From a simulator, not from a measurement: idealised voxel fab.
The following process module bears the name voxel self aligned contacts.
Shown is cross-section cut, with a width of 200 nm and square cells of size 5 nm.
Cross-section, as written here: a square-cell grid given band by band from the top down, where a band holds one or more rows of cells. Basically the band line says how high the top is and how high the bottom is, in nm, and then what's in it from left to right, every material with its width in nm. Empty space shows up as "blank", and if a single material carries "all across" it runs the full band edge to edge. Measure heights from 0. That's the level where, below it, the as-received wafer is all one material. The lowest band is bottomless and extends downward; write it as in "0..down". The width entry "30..40" should be interpreted row by row: the top row of cells in the band takes the first number, the bottom row takes the second number, and the change between adjacent rows is uniform throughout. The cross-section has no changed cell in any step marked "same as before". So "Sealed voids" is basically the list of trapped voids: any empty space of 8 cells or more that can't reach the top through an opening. They're written width x height at distance, the distance being from the left edge, and it's all nm. Past the settings on a step's line: simulator remark, on that step. "overlay nm" on a masked step: distance the mask lay right of its planned place, negative for left.
-- These are the steps we planned for the process
1. RECEIVE [material Si]
2. OXIDIZE [depth nm 5]
3. DIRECTIONAL_DEP [material polySi] [thk nm 30]
4. DIRECTIONAL_DEP [material SiN] [thk nm 25]
5. MASKED_ETCH [tone cover] [mask id GATE] [width nm 25] [pitch nm 60] [etch materials SiN] [depth nm 25] [overlay nm 0]
6. MASKED_ETCH [tone cover] [mask id GATE] [width nm 25] [pitch nm 60] [etch materials polySi] [depth nm 30] [overlay nm 0]
7. CONFORMAL_DEP [material SiN] [thk nm 10]
8. DIRECTIONAL_ETCH [etch materials SiN] [depth nm 10]
9. FILL_DEP [material SiO2] [thk nm 15]
10. CMP [height nm 65]
11. MASKED_ETCH [tone open] [mask id CONTACT] [width nm 45] [pitch nm 60] [etch materials SiO2] [depth nm 70] [overlay nm 0]
12. CONFORMAL_DEP [material TiN] [thk nm 5]
13. FILL_DEP [material W] [thk nm 10]
14. CMP [height nm 65]
15. CONFORMAL_DEP [material SiCN] [thk nm 5]
-- First of two wafers, with the run carried out as planned
-- As received (post step 1): cross-section
> 0..down | Si all across
> Sealed voids: none
-- Once step 2 is through, the wafer looks like this in cross-section
> 0..-5 | SiO2 all across
> Heights below -5 show no change.
-- Once step 3 is through, the wafer looks like this in cross-section
> 30..0 | polySi all across
> Heights below 0 show no change.
-- Once step 4 is through, the wafer looks like this in cross-section
> 55..30 | SiN all across
> Heights below 30 show no change.
-- Once step 5 is through, the wafer looks like this in cross-section
> 55..30 | blank (25), SiN (25), blank (35), SiN (25), blank (35), SiN (25), blank (30)
> Heights below 30 show no change.
-- Once step 6 is through, the wafer looks like this in cross-section
> 55..30 | blank (25), SiN (25), blank (35), SiN (25), blank (35), SiN (25), blank (30)
> 30..0 | blank (25), polySi (25), blank (35), polySi (25), blank (35), polySi (25), blank (30)
> Heights below 0 show no change.
-- Once step 7 is through, the wafer looks like this in cross-section
> 65..30 | blank (15), SiN (45), blank (15), SiN (45), blank (15), SiN (45), blank (20)
> 30..10 | blank (15), SiN (10), polySi (25), SiN (10), blank (15), SiN (10), polySi (25), SiN (10), blank (15), SiN (10), polySi (25), SiN (10), blank (20)
> 10..0 | SiN (25), polySi (25), SiN (35), polySi (25), SiN (35), polySi (25), SiN (30)
> Heights below 0 show no change.
-- Once step 8 is through, the wafer looks like this in cross-section
> 55..30 | blank (15), SiN (45), blank (15), SiN (45), blank (15), SiN (45), blank (20)
> 30..0 | blank (15), SiN (10), polySi (25), SiN (10), blank (15), SiN (10), polySi (25), SiN (10), blank (15), SiN (10), polySi (25), SiN (10), blank (20)
> Heights below 0 show no change.
-- Once step 9 is through, the wafer looks like this in cross-section
> 70..55 | SiO2 all across
> 55..30 | SiO2 (15), SiN (45), SiO2 (15), SiN (45), SiO2 (15), SiN (45), SiO2 (20)
> 30..0 | SiO2 (15), SiN (10), polySi (25), SiN (10), SiO2 (15), SiN (10), polySi (25), SiN (10), SiO2 (15), SiN (10), polySi (25), SiN (10), SiO2 (20)
> Heights below 0 show no change.
-- Once step 10 is through, the wafer looks like this in cross-section
> 65..55 | SiO2 all across
> Heights below 55 show no change.
-- Once step 11 is through, the wafer looks like this in cross-section
> 65..55 | SiO2 (45), blank (45), SiO2 (15), blank (45), SiO2 (50)
> 55..30 | SiO2 (15), SiN (45), blank (15), SiN (45), blank (15), SiN (45), SiO2 (20)
> 30..0 | SiO2 (15), SiN (10), polySi (25), SiN (10), blank (15), SiN (10), polySi (25), SiN (10), blank (15), SiN (10), polySi (25), SiN (10), SiO2 (20)
> 0..-5 | SiO2 (60), blank (15), SiO2 (45), blank (15), SiO2 (65)
> Heights below -5 show no change.
-- Once step 12 is through, the wafer looks like this in cross-section
> 70..65 | TiN (50), blank (35), TiN (25), blank (35), TiN (55)
> 65..55 | SiO2 (45), TiN (5..20), blank (35..5), TiN (5..20), SiO2 (15), TiN (5..20), blank (35..5), TiN (5..20), SiO2 (50)
> 55..30 | SiO2 (15), SiN (45), TiN (5), blank (5), TiN (5), SiN (45), TiN (5), blank (5), TiN (5), SiN (45), SiO2 (20)
> 30..0 | SiO2 (15), SiN (10), polySi (25), SiN (10), TiN (5), blank (5), TiN (5), SiN (10), polySi (25), SiN (10), TiN (5), blank (5), TiN (5), SiN (10), polySi (25), SiN (10), SiO2 (20)
> 0..-5 | SiO2 (60), TiN (15), SiO2 (45), TiN (15), SiO2 (65)
> Heights below -5 show no change.
-- Once step 13 is through, the wafer looks like this in cross-section
> 80..70 | W all across
> 70..65 | TiN (50), W (35), TiN (25), W (35), TiN (55)
> 65..55 | SiO2 (45), TiN (5..20), W (35..5), TiN (5..20), SiO2 (15), TiN (5..20), W (35..5), TiN (5..20), SiO2 (50)
> 55..30 | SiO2 (15), SiN (45), TiN (5), W (5), TiN (5), SiN (45), TiN (5), W (5), TiN (5), SiN (45), SiO2 (20)
> 30..0 | SiO2 (15), SiN (10), polySi (25), SiN (10), TiN (5), W (5), TiN (5), SiN (10), polySi (25), SiN (10), TiN (5), W (5), TiN (5), SiN (10), polySi (25), SiN (10), SiO2 (20)
> Heights below 0 show no change.
-- Once step 14 is through, the wafer looks like this in cross-section
> 65..55 | SiO2 (45), TiN (5..20), W (35..5), TiN (5..20), SiO2 (15), TiN (5..20), W (35..5), TiN (5..20), SiO2 (50)
> Heights below 55 show no change.
-- Once step 15 is through, the wafer looks like this in cross-section
> 70..65 | SiCN all across
> Heights below 65 show no change.
-- Here the second wafer is described. Its start and its plan were those of the first wafer. Its run contained one mistake. Up to and including step 13, it did exactly what the first wafer did
Cross-section of the second wafer at the time by which step 14 should have been completed according to the plan: same as before
-- Cross-section of the second wafer at the time by which step 15 should have been completed according to the plan
> 85..80 | SiCN all across
> Heights below 80 show no change.
Here's what went sideways: the plan's step 14 went unexecuted, having been skipped
Materials where the second wafer ends with more or fewer cells than the first: 26 more of TiN; 94 more of W
